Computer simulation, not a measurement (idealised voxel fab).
Name of the process module below: voxel double patterning
Cross-section cut: width 160 nm, square cells of 5 nm.
Just so we're on the same page, the cross-sections are grids of square cells, and they're listed out in bands top to bottom, each band one or more rows deep. First you get the band's top height and its bottom height, in nm, and then the materials it's made of, left to right, with each width in nm. If you see a single material with "throughout", that one covers the band edge to edge. "air" is empty space. Height reference: 0 = level under which incoming wafer is all one material. Lowest band: no bottom, runs on downward, e.g. "from 0 down". Graded width ("30 to 40"): value in top row of band = first number; value in bottom row = second number; row-to-row change constant. "left unchanged" means the step left every cell of the cross-section as it was. The entry "Enclosed void list" lists the empty spaces that cover at least 8 cells and have no open path to the top. Each is written as width x height at distance, where the distance is measured from the left edge and all three values are in nm. after a step's settings: what the simulator itself notes on the step. "overlay nm" answers the question of how far to the right of plan the mask lay on a step that has a mask, and when it is negative the answer is to the left.

### Here's what the planned process steps look like
1) RECEIVE,material Si
2) CONFORMAL_DEP,material SiO2,thk nm 5
3) DIRECTIONAL_DEP,material TiN,thk nm 10
4) DIRECTIONAL_DEP,material SiCN,thk nm 5
5) PATTERN,tone open,mask id FIRST,material resist,width nm 15,pitch nm 50,thk nm 20,overlay nm 0
6) DIRECTIONAL_ETCH,etch materials SiCN,depth nm 5
7) STRIP,etch materials resist
8) PATTERN,tone open,mask id SECOND,material resist,width nm 15,thk nm 20,overlay nm 0
9) DIRECTIONAL_ETCH,etch materials SiCN,depth nm 5
10) STRIP,etch materials resist
11) DIRECTIONAL_ETCH,etch materials TiN,depth nm 5
12) STRIP,etch materials SiCN
Among the wafers covered here, the point of difference is the depth nm at step 11; their starting state is shared, and the plan presents the value of the first wafer.

### After step 1, as received: first of several wafers, cross-section
- from 0 down: Si throughout
- Enclosed void list: none

### Module finished, last step 12 done: cross-section of the first of several wafers
- from 15 to 10: 45 TiN; 15 air; 10 TiN; 15 air; 10 TiN; 15 air; 50 TiN
- from 10 to 5: TiN throughout
- from 5 to 0: SiO2 throughout
- from 0 down: Si throughout
- Enclosed void list: none

### End of module: cross-section, last of several wafers
- from 15 to 5: 45 TiN; 15 air; 10 TiN; 15 air; 10 TiN; 15 air; 50 TiN
- from 5 to 0: SiO2 throughout
- from 0 down: Si throughout
- Enclosed void list: none

### The rows of the table below are wafers. Looking at the end of the module, a row counts, for every material, the cells the wafer has gained, shown as (+), or lost, shown as (-), since it was received; its closed voids come next
depth nm 5; +32 SiO2; +55 TiN; Enclosed void list: none
depth nm 10; +32 SiO2; +46 TiN; Enclosed void list: none
depth nm 15; +32 SiO2; +46 TiN; Enclosed void list: none
depth nm 20; +32 SiO2; +46 TiN; Enclosed void list: none
depth nm 25; +32 SiO2; +46 TiN; Enclosed void list: none
